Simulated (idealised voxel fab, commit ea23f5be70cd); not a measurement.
You're looking at the process module voxel ribs on slabs.
We display cut, a cross-section 215 nm in width whose square cells are each 5 nm.
If you're reading a cross-section in this doc, picture square cells in a grid; it comes to you as bands, top ones listed first down to the bottom, and a band can be one or more rows of cells.
Band: top and bottom heights (nm) first, top before bottom; then materials from left to right, widths in nm. "all across" marks a sole material filling the band edge to edge. "air" denotes empty space.
Measure heights from 0. That's the level where, below it, the as-received wafer is all one material. The lowest band is bottomless and extends downward; write it as in "top 0, no bottom".
Per-row width for "30..40": begins at first number (top row of band), ends at second number (bottom row), increment between rows held constant.
You'll sometimes find "same as before" written for a step, and that's the way of saying that nowhere in the cross-section did a cell change during that step.
"Sealed void list" enumerates empty spaces isolated from the top, with no open way to it, that contain at least 8 cells, giving each as width x height at distance from the left edge, all three in nm.
That trailing text on a step's line, after the settings, is the simulator's own remark on the step.
overlay nm: mask offset rightward from planned place, masked step; negative means leftward offset.
The remainder of this document consists of a sequence of paired cross-sections. Each pair presents the cross-section prior to one process step together with the cross-section following it, the latter being rendered only as deep as the lowest band that underwent change. The intervening step, together with its settings, is stated beneath each pair. Because the pairs may originate from different runs of this module on the same starting wafer, a given pair is to be read as continuing from the preceding pair only where its entry headed "State on entry" so indicates.

-- State on entry
  top 0, no bottom  Si all across
  Sealed void list: none

-- Step Result
  top 20, bottom 0  SiO2 all across
  Lower than 0, everything is as it was.
  Sealed void list: none
Which operation lies between the before and after views above? DIRECTIONAL_DEP,material SiO2,thk nm 20

State on entry: see preceding pair, after cross-section.

-- Step Result
  top 45, bottom 20  polySi all across
  Lower than 20, everything is as it was.
  Sealed void list: none
Which operation lies between the before and after views above? DIRECTIONAL_DEP,material polySi,thk nm 25

State on entry: see preceding pair, after cross-section.

-- Step Result
  top 65, bottom 45  air: 90 / resist: 30 / air: 95
  Lower than 45, everything is as it was.
  Sealed void list: none
Which operation lies between the before and after views above? PATTERN,tone cover,mask id RIB,material resist,width nm 30,thk nm 20,overlay nm 0

State on entry: see preceding pair, after cross-section.

-- Step Result
  top 65, bottom 45  air: 90 / resist: 30 / air: 95
  top 45, bottom 25  air: 90 / polySi: 30 / air: 95
  Lower than 25, everything is as it was.
  Sealed void list: none
Which operation lies between the before and after views above? DIRECTIONAL_ETCH,etch materials polySi,depth nm 20

State on entry: see preceding pair, after cross-section.

-- Step Result
  top 45, bottom 25  air: 90 / polySi: 30 / air: 95
  Lower than 25, everything is as it was.
  Sealed void list: none
Which operation lies between the before and after views above? STRIP,etch materials resist

State on entry: see preceding pair, after cross-section.

-- Step Result
  top 45, bottom 25  air: 90 / polySi: 30 / air: 95
  top 25, bottom 20  air: 70 / polySi: 70 / air: 75
  Lower than 20, everything is as it was.
  Sealed void list: none
Which operation lies between the before and after views above? MASKED_ETCH,tone cover,mask id SLAB,width nm 70,etch materials polySi,depth nm 5,overlay nm 0

State on entry: see preceding pair, after cross-section.

-- Step Result
  top 70, bottom 45  SiO2 all across
  top 45, bottom 25  SiO2: 90 / polySi: 30 / SiO2: 95
  top 25, bottom 20  SiO2: 70 / polySi: 70 / SiO2: 75
  Lower than 20, everything is as it was.
  Sealed void list: none
Which operation lies between the before and after views above? FILL_DEP,material SiO2,thk nm 25

State on entry: see preceding pair, after cross-section.

-- Step Result
  top 65, bottom 45  SiO2 all across
  Lower than 45, everything is as it was.
  Sealed void list: none
Which operation lies between the before and after views above? CMP,height nm 65

State on entry: see preceding pair, after cross-section.

-- Step Result
  top 75, bottom 65  W all across
  Lower than 65, everything is as it was.
  Sealed void list: none
Which operation lies between the before and after views above? DIRECTIONAL_DEP,material W,thk nm 10

State on entry: see preceding pair, after cross-section.

-- Step Result
  top 75, bottom 65  air: 85 / W: 40 / air: 90
  Lower than 65, everything is as it was.
  Sealed void list: none
Which operation lies between the before and after views above? MASKED_ETCH,tone cover,mask id HEATER,width nm 40,etch materials W,depth nm 10,overlay nm 0

State on entry: see preceding pair, after cross-section.

-- Step Result
  top 85, bottom 75  air: 75 / SiO2: 60 / air: 80
  top 75, bottom 65  SiO2: 85 / W: 40 / SiO2: 90
  Lower than 65, everything is as it was.
  Sealed void list: none
Which operation lies between the before and after views above? CONFORMAL_DEP,material SiO2,thk nm 10

-- State on entry
  top 45, bottom 20  polySi all across
  top 20, bottom 0  SiO2 all across
  top 0, no bottom  Si all across
  Sealed void list: none

-- Step Result
  top 70, bottom 20  polySi all across
  Lower than 20, everything is as it was.
  Sealed void list: none
Which operation lies between the before and after views above? DIRECTIONAL_DEP,material polySi,thk nm 25

State on entry: see preceding pair, after cross-section.

-- Step Result
  top 90, bottom 70  air: 90 / resist: 30 / air: 95
  Lower than 70, everything is as it was.
  Sealed void list: none
Which operation lies between the before and after views above? PATTERN,tone cover,mask id RIB,material resist,width nm 30,thk nm 20,overlay nm 0

State on entry: see preceding pair, after cross-section.

-- Step Result
  top 90, bottom 70  air: 90 / resist: 30 / air: 95
  top 70, bottom 50  air: 90 / polySi: 30 / air: 95
  Lower than 50, everything is as it was.
  Sealed void list: none
Which operation lies between the before and after views above? DIRECTIONAL_ETCH,etch materials polySi,depth nm 20

State on entry: see preceding pair, after cross-section.

-- Step Result
  top 70, bottom 50  air: 90 / polySi: 30 / air: 95
  Lower than 50, everything is as it was.
  Sealed void list: none
Which operation lies between the before and after views above? STRIP,etch materials resist

State on entry: see preceding pair, after cross-section.

-- Step Result
  top 70, bottom 50  air: 90 / polySi: 30 / air: 95
  top 50, bottom 45  air: 70 / polySi: 70 / air: 75
  Lower than 45, everything is as it was.
  Sealed void list: none
Which operation lies between the before and after views above? MASKED_ETCH,tone cover,mask id SLAB,width nm 70,etch materials polySi,depth nm 5,overlay nm 0

State on entry: see preceding pair, after cross-section.

-- Step Result
  top 95, bottom 70  SiO2 all across
  top 70, bottom 50  SiO2: 90 / polySi: 30 / SiO2: 95
  top 50, bottom 45  SiO2: 70 / polySi: 70 / SiO2: 75
  Lower than 45, everything is as it was.
  Sealed void list: none
Which operation lies between the before and after views above? FILL_DEP,material SiO2,thk nm 25

State on entry: see preceding pair, after cross-section.

-- Step Result
  top 65, bottom 50  SiO2: 90 / polySi: 30 / SiO2: 95
  Lower than 50, everything is as it was.
  Sealed void list: none
Which operation lies between the before and after views above? CMP,height nm 65

State on entry: see preceding pair, after cross-section.

-- Step Result
  top 75, bottom 65  W all across
  Lower than 65, everything is as it was.
  Sealed void list: none
Which operation lies between the before and after views above? DIRECTIONAL_DEP,material W,thk nm 10

State on entry: see preceding pair, after cross-section.

-- Step Result
  top 75, bottom 65  air: 85 / W: 40 / air: 90
  Lower than 65, everything is as it was.
  Sealed void list: none
Which operation lies between the before and after views above? MASKED_ETCH,tone cover,mask id HEATER,width nm 40,etch materials W,depth nm 10,overlay nm 0

State on entry: see preceding pair, after cross-section.

-- Step Result
  top 85, bottom 75  air: 75 / SiO2: 60 / air: 80
  top 75, bottom 65  SiO2: 85 / W: 40 / SiO2: 90
  Lower than 65, everything is as it was.
  Sealed void list: none
Which operation lies between the before and after views above? CONFORMAL_DEP,material SiO2,thk nm 10

-- State on entry
  top 0, no bottom  Si all across
  Sealed void list: none

-- Step Result
  top 25, bottom 0  polySi all across
  Lower than 0, everything is as it was.
  Sealed void list: none
Which operation lies between the before and after views above? DIRECTIONAL_DEP,material polySi,thk nm 25

State on entry: see preceding pair, after cross-section.

-- Step Result
  top 45, bottom 25  SiO2 all across
  Lower than 25, everything is as it was.
  Sealed void list: none
Which operation lies between the before and after views above? DIRECTIONAL_DEP,material SiO2,thk nm 20

State on entry: see preceding pair, after cross-section.

-- Step Result
  top 65, bottom 45  air: 90 / resist: 30 / air: 95
  Lower than 45, everything is as it was.
  Sealed void list: none
Which operation lies between the before and after views above? PATTERN,tone cover,mask id RIB,material resist,width nm 30,thk nm 20,overlay nm 0

State on entry: see preceding pair, after cross-section.

-- Step Result
  top 45, bottom 25  SiO2 all across
  Lower than 25, everything is as it was.
  Sealed void list: none
Which operation lies between the before and after views above? STRIP,etch materials resist

State on entry: see preceding pair, after cross-section.

-- Step Result
  top 70, bottom 25  SiO2 all across
  Lower than 25, everything is as it was.
  Sealed void list: none
Which operation lies between the before and after views above? FILL_DEP,material SiO2,thk nm 25

State on entry: see preceding pair, after cross-section.

-- Step Result
  top 65, bottom 25  SiO2 all across
  Lower than 25, everything is as it was.
  Sealed void list: none
Which operation lies between the before and after views above? CMP,height nm 65

State on entry: see preceding pair, after cross-section.

-- Step Result
  top 75, bottom 65  W all across
  Lower than 65, everything is as it was.
  Sealed void list: none
Which operation lies between the before and after views above? DIRECTIONAL_DEP,material W,thk nm 10

State on entry: see preceding pair, after cross-section.

-- Step Result
  top 75, bottom 65  air: 85 / W: 40 / air: 90
  Lower than 65, everything is as it was.
  Sealed void list: none
Which operation lies between the before and after views above? MASKED_ETCH,tone cover,mask id HEATER,width nm 40,etch materials W,depth nm 10,overlay nm 0

State on entry: see preceding pair, after cross-section.

-- Step Result
  top 85, bottom 75  air: 75 / SiO2: 60 / air: 80
  top 75, bottom 65  SiO2: 85 / W: 40 / SiO2: 90
  Lower than 65, everything is as it was.
  Sealed void list: none
Which operation lies between the before and after views above? CONFORMAL_DEP,material SiO2,thk nm 10

-- State on entry
  top 0, no bottom  Si all across
  Sealed void list: none

-- Step Result
  top 25, bottom 0  SiO2 all across
  Lower than 0, everything is as it was.
  Sealed void list: none
Which operation lies between the before and after views above? DIRECTIONAL_DEP,material SiO2,thk nm 25

State on entry: see preceding pair, after cross-section.

-- Step Result
  top 50, bottom 25  polySi all across
  Lower than 25, everything is as it was.
  Sealed void list: none
Which operation lies between the before and after views above? DIRECTIONAL_DEP,material polySi,thk nm 25

State on entry: see preceding pair, after cross-section.

-- Step Result
  top 70, bottom 50  air: 90 / resist: 30 / air: 95
  Lower than 50, everything is as it was.
  Sealed void list: none
Which operation lies between the before and after views above? PATTERN,tone cover,mask id RIB,material resist,width nm 30,thk nm 20,overlay nm 0

State on entry: see preceding pair, after cross-section.

-- Step Result
  top 70, bottom 50  air: 90 / resist: 30 / air: 95
  top 50, bottom 30  air: 90 / polySi: 30 / air: 95
  Lower than 30, everything is as it was.
  Sealed void list: none
Which operation lies between the before and after views above? DIRECTIONAL_ETCH,etch materials polySi,depth nm 20

State on entry: see preceding pair, after cross-section.

-- Step Result
  top 50, bottom 30  air: 90 / polySi: 30 / air: 95
  Lower than 30, everything is as it was.
  Sealed void list: none
Which operation lies between the before and after views above? STRIP,etch materials resist

State on entry: see preceding pair, after cross-section.

-- Step Result
  top 50, bottom 30  air: 90 / polySi: 30 / air: 95
  top 30, bottom 25  air: 70 / polySi: 70 / air: 75
  Lower than 25, everything is as it was.
  Sealed void list: none
Which operation lies between the before and after views above? MASKED_ETCH,tone cover,mask id SLAB,width nm 70,etch materials polySi,depth nm 5,overlay nm 0

State on entry: see preceding pair, after cross-section.

-- Step Result
  top 75, bottom 50  SiO2 all across
  top 50, bottom 30  SiO2: 90 / polySi: 30 / SiO2: 95
  top 30, bottom 25  SiO2: 70 / polySi: 70 / SiO2: 75
  Lower than 25, everything is as it was.
  Sealed void list: none
Which operation lies between the before and after views above? FILL_DEP,material SiO2,thk nm 25

State on entry: see preceding pair, after cross-section.

-- Step Result
  top 65, bottom 50  SiO2 all across
  Lower than 50, everything is as it was.
  Sealed void list: none
Which operation lies between the before and after views above? CMP,height nm 65

State on entry: see preceding pair, after cross-section.

-- Step Result
  top 75, bottom 65  W all across
  Lower than 65, everything is as it was.
  Sealed void list: none
Which operation lies between the before and after views above? DIRECTIONAL_DEP,material W,thk nm 10

State on entry: see preceding pair, after cross-section.

-- Step Result
  top 75, bottom 65  air: 85 / W: 40 / air: 90
  Lower than 65, everything is as it was.
  Sealed void list: none
Which operation lies between the before and after views above? MASKED_ETCH,tone cover,mask id HEATER,width nm 40,etch materials W,depth nm 10,overlay nm 0

State on entry: see preceding pair, after cross-section.

-- Step Result
  top 85, bottom 75  air: 75 / SiO2: 60 / air: 80
  top 75, bottom 65  SiO2: 85 / W: 40 / SiO2: 90
  Lower than 65, everything is as it was.
  Sealed void list: none
Which operation lies between the before and after views above? CONFORMAL_DEP,material SiO2,thk nm 10

-- State on entry
  top 75, bottom 65  W all across
  top 65, bottom 45  SiO2 all across
  top 45, bottom 25  SiO2: 90 / polySi: 30 / SiO2: 95
  top 25, bottom 20  SiO2: 70 / polySi: 70 / SiO2: 75
  top 20, bottom 0  SiO2 all across
  top 0, no bottom  Si all across
  Sealed void list: none

-- Step Result
  top 75, bottom 65  air: 85 / W: 45 / air: 85
  Lower than 65, everything is as it was.
  Sealed void list: none
Which operation lies between the before and after views above? MASKED_ETCH,tone cover,mask id HEATER,width nm 45,etch materials W,depth nm 10,overlay nm 0

State on entry: see preceding pair, after cross-section.

-- Step Result
  top 85, bottom 75  air: 75 / SiO2: 65 / air: 75
  top 75, bottom 65  SiO2: 85 / W: 45 / SiO2: 85
  Lower than 65, everything is as it was.
  Sealed void list: none
Which operation lies between the before and after views above? CONFORMAL_DEP,material SiO2,thk nm 10

-- State on entry
  top 75, bottom 65  W all across
  top 65, bottom 45  SiO2 all across
  top 45, bottom 25  SiO2: 90 / polySi: 30 / SiO2: 95
  top 25, bottom 20  SiO2: 70 / polySi: 70 / SiO2: 75
  top 20, bottom 0  SiO2 all across
  top 0, no bottom  Si all across
  Sealed void list: none

-- Step Result
  top 75, bottom 65  air: 80 / W: 40 / air: 95
  Lower than 65, everything is as it was.
  Sealed void list: none
Which operation lies between the before and after views above? MASKED_ETCH,tone cover,mask id HEATER,width nm 40,etch materials W,depth nm 10,overlay nm -5

State on entry: see preceding pair, after cross-section.

-- Step Result
  top 85, bottom 75  air: 70 / SiO2: 60 / air: 85
  top 75, bottom 65  SiO2: 80 / W: 40 / SiO2: 95
  Lower than 65, everything is as it was.
  Sealed void list: none
Which operation lies between the before and after views above? CONFORMAL_DEP,material SiO2,thk nm 10

-- State on entry
  top 45, bottom 25  air: 90 / polySi: 30 / air: 95
  top 25, bottom 20  air: 70 / polySi: 70 / air: 75
  top 20, bottom 0  SiO2 all across
  top 0, no bottom  Si all across
  Sealed void list: none

-- Step Result
  top 70, bottom 20  polySi all across
  Lower than 20, everything is as it was.
  Sealed void list: none
Which operation lies between the before and after views above? FILL_DEP,material polySi,thk nm 25

State on entry: see preceding pair, after cross-section.

-- Step Result
  top 65, bottom 20  polySi all across
  Lower than 20, everything is as it was.
  Sealed void list: none
Which operation lies between the before and after views above? CMP,height nm 65

State on entry: see preceding pair, after cross-section.

-- Step Result
  top 75, bottom 65  W all across
  Lower than 65, everything is as it was.
  Sealed void list: none
Which operation lies between the before and after views above? DIRECTIONAL_DEP,material W,thk nm 10

State on entry: see preceding pair, after cross-section.

-- Step Result
  top 75, bottom 65  air: 85 / W: 40 / air: 90
  Lower than 65, everything is as it was.
  Sealed void list: none
Which operation lies between the before and after views above? MASKED_ETCH,tone cover,mask id HEATER,width nm 40,etch materials W,depth nm 10,overlay nm 0

State on entry: see preceding pair, after cross-section.

-- Step Result
  top 85, bottom 75  air: 75 / SiO2: 60 / air: 80
  top 75, bottom 65  SiO2: 85 / W: 40 / SiO2: 90
  Lower than 65, everything is as it was.
  Sealed void list: none
Which operation lies between the before and after views above? CONFORMAL_DEP,material SiO2,thk nm 10

-- State on entry
  top 45, bottom 20  polySi all across
  top 20, bottom 0  SiO2 all across
  top 0, no bottom  Si all across
  Sealed void list: none

-- Step Result
  top 65, bottom 45  resist: 90 / air: 30 / resist: 95
  Lower than 45, everything is as it was.
  Sealed void list: none
Which operation lies between the before and after views above? PATTERN,tone open,mask id RIB,material resist,width nm 30,thk nm 20,overlay nm 0

State on entry: see preceding pair, after cross-section.

-- Step Result
  top 65, bottom 45  resist: 90 / air: 30 / resist: 95
  top 45, bottom 25  polySi: 90 / air: 30 / polySi: 95
  Lower than 25, everything is as it was.
  Sealed void list: none
Which operation lies between the before and after views above? DIRECTIONAL_ETCH,etch materials polySi,depth nm 20

State on entry: see preceding pair, after cross-section.

-- Step Result
  top 45, bottom 25  polySi: 90 / air: 30 / polySi: 95
  Lower than 25, everything is as it was.
  Sealed void list: none
Which operation lies between the before and after views above? STRIP,etch materials resist

State on entry: see preceding pair, after cross-section.

-- Step Result
  top 45, bottom 40  air: 70 / polySi: 20 / air: 30 / polySi: 20 / air: 75
  Lower than 40, everything is as it was.
  Sealed void list: none
Which operation lies between the before and after views above? MASKED_ETCH,tone cover,mask id SLAB,width nm 70,etch materials polySi,depth nm 5,overlay nm 0

State on entry: see preceding pair, after cross-section.

-- Step Result
  top 70, bottom 45  SiO2 all across
  top 45, bottom 40  SiO2: 70 / polySi: 20 / SiO2: 30 / polySi: 20 / SiO2: 75
  top 40, bottom 25  polySi: 90 / SiO2: 30 / polySi: 95
  Lower than 25, everything is as it was.
  Sealed void list: none
Which operation lies between the before and after views above? FILL_DEP,material SiO2,thk nm 25

State on entry: see preceding pair, after cross-section.

-- Step Result
  top 65, bottom 45  SiO2 all across
  Lower than 45, everything is as it was.
  Sealed void list: none
Which operation lies between the before and after views above? CMP,height nm 65

State on entry: see preceding pair, after cross-section.

-- Step Result
  top 75, bottom 65  W all across
  Lower than 65, everything is as it was.
  Sealed void list: none
Which operation lies between the before and after views above? DIRECTIONAL_DEP,material W,thk nm 10

State on entry: see preceding pair, after cross-section.

-- Step Result
  top 75, bottom 65  air: 85 / W: 40 / air: 90
  Lower than 65, everything is as it was.
  Sealed void list: none
Which operation lies between the before and after views above? MASKED_ETCH,tone cover,mask id HEATER,width nm 40,etch materials W,depth nm 10,overlay nm 0

State on entry: see preceding pair, after cross-section.

-- Step Result
  top 85, bottom 75  air: 75 / SiO2: 60 / air: 80
  top 75, bottom 65  SiO2: 85 / W: 40 / SiO2: 90
  Lower than 65, everything is as it was.
  Sealed void list: none
Which operation lies between the before and after views above? CONFORMAL_DEP,material SiO2,thk nm 10
